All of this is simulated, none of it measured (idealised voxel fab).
Process module name: voxel self aligned contacts
Section cut is 300 nm wide and gridded with 5 nm square cells.
Format of a cross-section: grid, square cells. Given as bands. Order: top down. Band: one or more rows of cells. Band entry format. Leading values: height of top, height of bottom, nm. Remainder: materials in left-to-right order, each with its width in nm. Special words: "everywhere" on a single material, which then fills the band edge to edge; "blank", empty space. The level at which height equals 0 is the one under which the wafer, as it arrives, is entirely one material. No lower edge exists for the bottom band, which continues downward and is notated as in "0..down". When a width is written as two numbers, as in "30->40", the first number is the width in the top row of cells of the band and the second is the width in its bottom row, and the width changes by the same amount from each row to the next. What does "remains unaltered" mean for a step? It means no cell of the cross-section changed in that step. The label "Enclosed cavities" introduces a list of the empty spaces, 8 cells or larger, that have no open way up to the top; each entry in it reads width x height at distance, where the distance is taken from the left edge and all three are stated in nm. Anything after a step's settings on that line? It's the simulator's own note about the step. You can add "overlay nm" to a step's line. For a step with a mask, it describes how far the mask lay to the right of its planned position, and a negative number describes a lay to the left.

**Planned process steps**
1 RECEIVE [material Si]
2 OXIDIZE [depth nm 5]
3 DIRECTIONAL_DEP [material polySi] [thk nm 30]
4 DIRECTIONAL_DEP [material SiN] [thk nm 20]
5 DIRECTIONAL_DEP [material aC] [thk nm 15]
6 PATTERN [tone cover] [mask id GATE] [material resist] [width nm 35] [pitch nm 80] [thk nm 35] [overlay nm 0]
7 DIRECTIONAL_ETCH [etch materials aC] [depth nm 15]
8 STRIP [etch materials resist]
9 DIRECTIONAL_ETCH [etch materials SiN] [depth nm 20]
10 DIRECTIONAL_ETCH [etch materials polySi] [depth nm 30]
11 STRIP [etch materials aC]
12 CONFORMAL_DEP [material SiN] [thk nm 10]
13 DIRECTIONAL_ETCH [etch materials SiN] [depth nm 10]
14 FILL_DEP [material SiO2] [thk nm 20]
15 CMP [height nm 60]
16 PATTERN [tone open] [mask id CONTACT] [material resist] [width nm 65] [thk nm 15] [overlay nm 0]
17 DIRECTIONAL_ETCH [etch materials SiO2] [depth nm 65]
18 STRIP [etch materials resist]
19 CONFORMAL_DEP [material TiN] [thk nm 5]
20 FILL_DEP [material W] [thk nm 5]
21 CMP [height nm 60]
22 CONFORMAL_DEP [material SiN] [thk nm 5]

**First of two wafers: run as planned**

**Cross-section of the wafer upon arrival, representing the state reached after step 1**
* 0..down | Si everywhere
* Enclosed cavities: none

**The following cross-section depicts the wafer upon completion of step 2**
* 0..-5 | SiO2 everywhere
* All layers under -5 are left as they were.

**The following cross-section depicts the wafer upon completion of step 3**
* 30..0 | polySi everywhere
* All layers under 0 are left as they were.

**The following cross-section depicts the wafer upon completion of step 4**
* 50..30 | SiN everywhere
* All layers under 30 are left as they were.

**The following cross-section depicts the wafer upon completion of step 5**
* 65..50 | aC everywhere
* All layers under 50 are left as they were.

**The following cross-section depicts the wafer upon completion of step 6**
* 100..65 | blank (90), then resist (35), then blank (45), then resist (35), then blank (95)
* All layers under 65 are left as they were.

**The following cross-section depicts the wafer upon completion of step 7**
* 85..65 | blank (90), then resist (35), then blank (45), then resist (35), then blank (95)
* 65..50 | blank (90), then aC (35), then blank (45), then aC (35), then blank (95)
* All layers under 50 are left as they were.

**The following cross-section depicts the wafer upon completion of step 8**
* 65..50 | blank (90), then aC (35), then blank (45), then aC (35), then blank (95)
* All layers under 50 are left as they were.

**The following cross-section depicts the wafer upon completion of step 9**
* 65..50 | blank (90), then aC (35), then blank (45), then aC (35), then blank (95)
* 50..30 | blank (90), then SiN (35), then blank (45), then SiN (35), then blank (95)
* All layers under 30 are left as they were.

**The following cross-section depicts the wafer upon completion of step 10**
* 65..50 | blank (90), then aC (35), then blank (45), then aC (35), then blank (95)
* 50..30 | blank (90), then SiN (35), then blank (45), then SiN (35), then blank (95)
* 30..0 | blank (90), then polySi (35), then blank (45), then polySi (35), then blank (95)
* All layers under 0 are left as they were.

**The following cross-section depicts the wafer upon completion of step 11**
* 50..30 | blank (90), then SiN (35), then blank (45), then SiN (35), then blank (95)
* All layers under 30 are left as they were.

**The following cross-section depicts the wafer upon completion of step 12**
* 60..30 | blank (80), then SiN (55), then blank (25), then SiN (55), then blank (85)
* 30..10 | blank (80), then SiN (10), then polySi (35), then SiN (10), then blank (25), then SiN (10), then polySi (35), then SiN (10), then blank (85)
* 10..0 | SiN (90), then polySi (35), then SiN (45), then polySi (35), then SiN (95)
* All layers under 0 are left as they were.

**The following cross-section depicts the wafer upon completion of step 13**
* 50..30 | blank (80), then SiN (55), then blank (25), then SiN (55), then blank (85)
* 30..0 | blank (80), then SiN (10), then polySi (35), then SiN (10), then blank (25), then SiN (10), then polySi (35), then SiN (10), then blank (85)
* All layers under 0 are left as they were.

**The following cross-section depicts the wafer upon completion of step 14**
* 70..50 | SiO2 everywhere
* 50..30 | SiO2 (80), then SiN (55), then SiO2 (25), then SiN (55), then SiO2 (85)
* 30..0 | SiO2 (80), then SiN (10), then polySi (35), then SiN (10), then SiO2 (25), then SiN (10), then polySi (35), then SiN (10), then SiO2 (85)
* All layers under 0 are left as they were.

**The following cross-section depicts the wafer upon completion of step 15**
* 60..50 | SiO2 everywhere
* All layers under 50 are left as they were.

**The following cross-section depicts the wafer upon completion of step 16**
* 75..60 | resist (115), then blank (65), then resist (120)
* All layers under 60 are left as they were.

**The following cross-section depicts the wafer upon completion of step 17**
* 75..60 | resist (115), then blank (65), then resist (120)
* 60..50 | SiO2 (115), then blank (65), then SiO2 (120)
* 50..30 | SiO2 (80), then SiN (55), then blank (25), then SiN (55), then SiO2 (85)
* 30..0 | SiO2 (80), then SiN (10), then polySi (35), then SiN (10), then blank (25), then SiN (10), then polySi (35), then SiN (10), then SiO2 (85)
* 0..-5 | SiO2 (135), then blank (25), then SiO2 (140)
* All layers under -5 are left as they were.

**The following cross-section depicts the wafer upon completion of step 18**
* 60..50 | SiO2 (115), then blank (65), then SiO2 (120)
* All layers under 50 are left as they were.

**The following cross-section depicts the wafer upon completion of step 19**
* 65..60 | TiN (120), then blank (55), then TiN (125)
* 60..50 | SiO2 (115), then TiN (5->25), then blank (55->15), then TiN (5->25), then SiO2 (120)
* 50..30 | SiO2 (80), then SiN (55), then TiN (5), then blank (15), then TiN (5), then SiN (55), then SiO2 (85)
* 30..0 | SiO2 (80), then SiN (10), then polySi (35), then SiN (10), then TiN (5), then blank (15), then TiN (5), then SiN (10), then polySi (35), then SiN (10), then SiO2 (85)
* 0..-5 | SiO2 (135), then TiN (25), then SiO2 (140)
* All layers under -5 are left as they were.

**The following cross-section depicts the wafer upon completion of step 20**
* 70..65 | W everywhere
* 65..60 | TiN (120), then W (55), then TiN (125)
* 60..50 | SiO2 (115), then TiN (5->25), then W (55->15), then TiN (5->25), then SiO2 (120)
* 50..30 | SiO2 (80), then SiN (55), then TiN (5), then W (15), then TiN (5), then SiN (55), then SiO2 (85)
* 30..0 | SiO2 (80), then SiN (10), then polySi (35), then SiN (10), then TiN (5), then W (15), then TiN (5), then SiN (10), then polySi (35), then SiN (10), then SiO2 (85)
* All layers under 0 are left as they were.

**The following cross-section depicts the wafer upon completion of step 21**
* 60..50 | SiO2 (115), then TiN (5->25), then W (55->15), then TiN (5->25), then SiO2 (120)
* All layers under 50 are left as they were.

**The following cross-section depicts the wafer upon completion of step 22**
* 65..60 | SiN everywhere
* All layers under 60 are left as they were.

**The second wafer: identical to the first at the outset and in its planned sequence, differing only in that one mistake was made during processing; up to and including step 3, its path is the first wafer's path**

**when step 4 should have ended**
* 70..30 | SiN everywhere
* All layers under 30 are left as they were.

**when step 5 should have ended**
* 85..70 | aC everywhere
* All layers under 70 are left as they were.

**when step 6 should have ended**
* 120..85 | blank (90), then resist (35), then blank (45), then resist (35), then blank (95)
* All layers under 85 are left as they were.

**when step 7 should have ended**
* 105..85 | blank (90), then resist (35), then blank (45), then resist (35), then blank (95)
* 85..70 | blank (90), then aC (35), then blank (45), then aC (35), then blank (95)
* All layers under 70 are left as they were.

**when step 8 should have ended**
* 85..70 | blank (90), then aC (35), then blank (45), then aC (35), then blank (95)
* All layers under 70 are left as they were.

**when step 9 should have ended**
* 85..70 | blank (90), then aC (35), then blank (45), then aC (35), then blank (95)
* 70..50 | blank (90), then SiN (35), then blank (45), then SiN (35), then blank (95)
* All layers under 50 are left as they were.

when step 10 should have ended: remains unaltered

**when step 11 should have ended**
* 70..50 | blank (90), then SiN (35), then blank (45), then SiN (35), then blank (95)
* All layers under 50 are left as they were.

**when step 12 should have ended**
* 80..60 | blank (80), then SiN (55), then blank (25), then SiN (55), then blank (85)
* 60..30 | SiN everywhere
* All layers under 30 are left as they were.

**when step 13 should have ended**
* 70..50 | blank (80), then SiN (55), then blank (25), then SiN (55), then blank (85)
* All layers under 50 are left as they were.

**when step 14 should have ended**
* 90..70 | SiO2 everywhere
* 70..50 | SiO2 (80), then SiN (55), then SiO2 (25), then SiN (55), then SiO2 (85)
* All layers under 50 are left as they were.

**when step 15 should have ended**
* 60..50 | SiO2 (80), then SiN (55), then SiO2 (25), then SiN (55), then SiO2 (85)
* All layers under 50 are left as they were.

**when step 16 should have ended**
* 75..60 | resist (115), then blank (65), then resist (120)
* All layers under 60 are left as they were.

**when step 17 should have ended**
* 75..60 | resist (115), then blank (65), then resist (120)
* 60..50 | SiO2 (80), then SiN (55), then blank (25), then SiN (55), then SiO2 (85)
* All layers under 50 are left as they were.

**when step 18 should have ended**
* 60..50 | SiO2 (80), then SiN (55), then blank (25), then SiN (55), then SiO2 (85)
* All layers under 50 are left as they were.

**when step 19 should have ended**
* 65..60 | TiN (140), then blank (15), then TiN (145)
* 60..55 | SiO2 (80), then SiN (55), then TiN (5), then blank (15), then TiN (5), then SiN (55), then SiO2 (85)
* 55..50 | SiO2 (80), then SiN (55), then TiN (25), then SiN (55), then SiO2 (85)
* All layers under 50 are left as they were.

**when step 20 should have ended**
* 70..65 | W everywhere
* 65..60 | TiN (140), then W (15), then TiN (145)
* 60..55 | SiO2 (80), then SiN (55), then TiN (5), then W (15), then TiN (5), then SiN (55), then SiO2 (85)
* All layers under 55 are left as they were.

**when step 21 should have ended**
* 60..55 | SiO2 (80), then SiN (55), then TiN (5), then W (15), then TiN (5), then SiN (55), then SiO2 (85)
* All layers under 55 are left as they were.

**when step 22 should have ended**
* 65..60 | SiN everywhere
* All layers under 60 are left as they were.
What broke from the plan during processing? the plan's step 4 ran twice
Final cells, second wafer relative to first, materials higher or lower: 148 more of SiN, 353 fewer of SiO2, 30 fewer of TiN, 41 fewer of W, 276 more of polySi
